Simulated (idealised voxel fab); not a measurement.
This section sets out a process module, namely voxel wiring stack.
245 nm wide, 5 nm square cells: that's cross-section cut.
A cross-section in this document is a grid of square cells, and it is written down as bands, the top band listed before the ones below it; a band is made up of one or more rows of cells.
Look at the band entry: it leads with the top's height and the bottom's height in nm. Then it lists the materials left to right, with a width in nm for each. The word "edge to edge" on a single material says that material fills the band edge to edge. The word "blank" is empty space.
Height is counted from the level 0, under which the received wafer is composed throughout of one material. The lowest of the bands is not closed at the bottom but continues downward, in the notation "0 nm and below".
Width spec "30..40" -> top row of cells at first value, bottom row at second value, equal per-row change in between.
"no modifications", as given for a step, is the statement that not any cell of the cross-section underwent a change during that step.
The entry titled "Encapsulated voids" provides the empty spaces that have no open way to the top, restricted to those of 8 cells or more. Each is presented as width x height at distance, the distance being measured from the left edge, with all three in nm.
Whatever follows a step's settings on its line is a remark the simulator itself makes about that step.
overlay nm: mask offset rightward from planned place, masked step; negative means leftward offset.
# The planned process steps are enumerated hereunder
1: RECEIVE: material Si
2: CONFORMAL_DEP: material SiO2, thk nm 10
3: CONFORMAL_DEP: material SiN, thk nm 5
4: DIRECTIONAL_DEP: material SiO2, thk nm 20
5: DIRECTIONAL_DEP: material aC, thk nm 10
6: PATTERN: tone open, mask id METAL_1, material resist, width nm 30, pitch nm 55, thk nm 25, overlay nm 0
7: DIRECTIONAL_ETCH: etch materials aC, depth nm 10
8: STRIP: etch materials resist
9: DIRECTIONAL_ETCH: etch materials SiO2, depth nm 20
10: DIRECTIONAL_ETCH: etch materials SiN, depth nm 5
11: STRIP: etch materials aC
12: CONFORMAL_DEP: material TiN, thk nm 5
13: FILL_DEP: material Ru, thk nm 5
14: CMP: height nm 35
15: CONFORMAL_DEP: material SiCN, thk nm 5
16: DIRECTIONAL_DEP: material SiO2, thk nm 10
17: PATTERN: tone open, mask id PLUG_1, material resist, width nm 15, pitch nm 55, thk nm 15, overlay nm 0
18: DIRECTIONAL_ETCH: etch materials SiO2, depth nm 10
19: DIRECTIONAL_ETCH: etch materials SiCN, depth nm 5
20: STRIP: etch materials resist
21: EPI: material Ru, thk nm 10
22: EPI: material Ru, thk nm 5
23: DIRECTIONAL_DEP: material TiN, thk nm 5
24: DIRECTIONAL_DEP: material W, thk nm 25
25: MASKED_ETCH: tone cover, mask id METAL_2, width nm 30, pitch nm 55, etch materials W, depth nm 25, overlay nm 0
26: MASKED_ETCH: tone cover, mask id METAL_2, width nm 30, pitch nm 55, etch materials TiN, depth nm 5, overlay nm 0
27: CONFORMAL_DEP: material SiN, thk nm 5
28: FILL_DEP: material lowk, thk nm 5
29: CMP: height nm 80
30: CONFORMAL_DEP: material SiCN, thk nm 5
31: DIRECTIONAL_DEP: material SiO2, thk nm 10
32: MASKED_ETCH: tone open, mask id PLUG_2, width nm 15, pitch nm 55, etch materials SiO2, depth nm 10, overlay nm 0
33: MASKED_ETCH: tone open, mask id PLUG_2, width nm 15, pitch nm 55, etch materials SiCN, depth nm 5, overlay nm 0
34: EPI: material Ru, thk nm 10
35: EPI: material Ru, thk nm 5
36: CONFORMAL_DEP: material SiCN, thk nm 5
37: DIRECTIONAL_DEP: material lowk, thk nm 25
38: MASKED_ETCH: tone open, mask id METAL_3, width nm 30, pitch nm 55, etch materials lowk, depth nm 25, overlay nm 0
39: MASKED_ETCH: tone open, mask id METAL_3, width nm 30, pitch nm 55, etch materials SiCN, depth nm 5, overlay nm 0
40: CONFORMAL_DEP: material TiN, thk nm 5
41: FILL_DEP: material W, thk nm 10
42: CMP: height nm 125
43: CONFORMAL_DEP: material SiCN, thk nm 5
# Cross-sectional view of the wafer in its as-received condition, corresponding to the state after step 1
* 0 nm and below = Si edge to edge
* Encapsulated voids: none
# Looking at the first of two wafers in cross-section at end of module - ran to plan
* 130 nm to 125 nm = SiCN edge to edge
* 125 nm to 100 nm = 80 lowk; 5 TiN; 20 W; 5 TiN; 25 lowk; 5 TiN; 20 W; 5 TiN; 80 lowk
* 100 nm to 95 nm = 80 SiCN; 30 TiN; 25 SiCN; 30 TiN; 80 SiCN
* 95 nm to 85 nm = 80 SiO2; 15 Ru; 40 SiO2; 15 Ru; 95 SiO2
* 85 nm to 80 nm = 80 SiCN; 15 Ru; 40 SiCN; 15 Ru; 95 SiCN
* 80 nm to 55 nm = 75 lowk; 5 SiN; 30 W; 5 SiN; 15 lowk; 5 SiN; 30 W; 5 SiN; 75 lowk
* 55 nm to 50 nm = 80 SiN; 30 TiN; 25 SiN; 30 TiN; 80 SiN
* 50 nm to 40 nm = 80 SiO2; 15 Ru; 40 SiO2; 15 Ru; 95 SiO2
* 40 nm to 35 nm = 80 SiCN; 15 Ru; 40 SiCN; 15 Ru; 95 SiCN
* 35 nm to 15 nm = 80 SiO2; 5 TiN; 20 Ru; 5 TiN; 25 SiO2; 5 TiN; 20 Ru; 5 TiN; 80 SiO2
* 15 nm to 10 nm = 80 SiN; 30 TiN; 25 SiN; 30 TiN; 80 SiN
* 10 nm to 0 nm = SiO2 edge to edge
* 0 nm and below = Si edge to edge
* Encapsulated voids: none
# End of module, second wafer, cross-section. Started like the first, planned like the first, run with one mistake
* 130 nm to 125 nm = SiCN edge to edge
* 125 nm to 100 nm = 80 lowk; 5 TiN; 20 W; 5 TiN; 25 lowk; 5 TiN; 20 W; 5 TiN; 80 lowk
* 100 nm to 95 nm = 80 SiCN; 30 TiN; 25 SiCN; 30 TiN; 80 SiCN
* 95 nm to 85 nm = 80 SiO2; 15 Ru; 40 SiO2; 15 Ru; 95 SiO2
* 85 nm to 80 nm = 80 SiCN; 15 Ru; 40 SiCN; 15 Ru; 95 SiCN
* 80 nm to 55 nm = 75 lowk; 5 SiN; 30 W; 5 SiN; 15 lowk; 5 SiN; 30 W; 5 SiN; 75 lowk
* 55 nm to 50 nm = 80 SiN; 30 TiN; 25 SiN; 30 TiN; 80 SiN
* 50 nm to 40 nm = 80 SiO2; 15 Ru; 40 SiO2; 15 Ru; 95 SiO2
* 40 nm to 35 nm = 80 SiCN; 15 Ru; 40 SiCN; 15 Ru; 95 SiCN
* 35 nm to 30 nm = 80 SiN; 30 TiN; 25 SiN; 30 TiN; 80 SiN
* 30 nm to 0 nm = SiO2 edge to edge
* 0 nm and below = Si edge to edge
* Encapsulated voids: none
What broke from the plan during processing? so 3 and 4 got swapped relative to the plan, each ran where the other was supposed to
Bottom line after processing is that, in cells, the second wafer is up or down on some materials versus the first: Ru: 32 fewer | SiO2: 48 more | TiN: 16 fewer
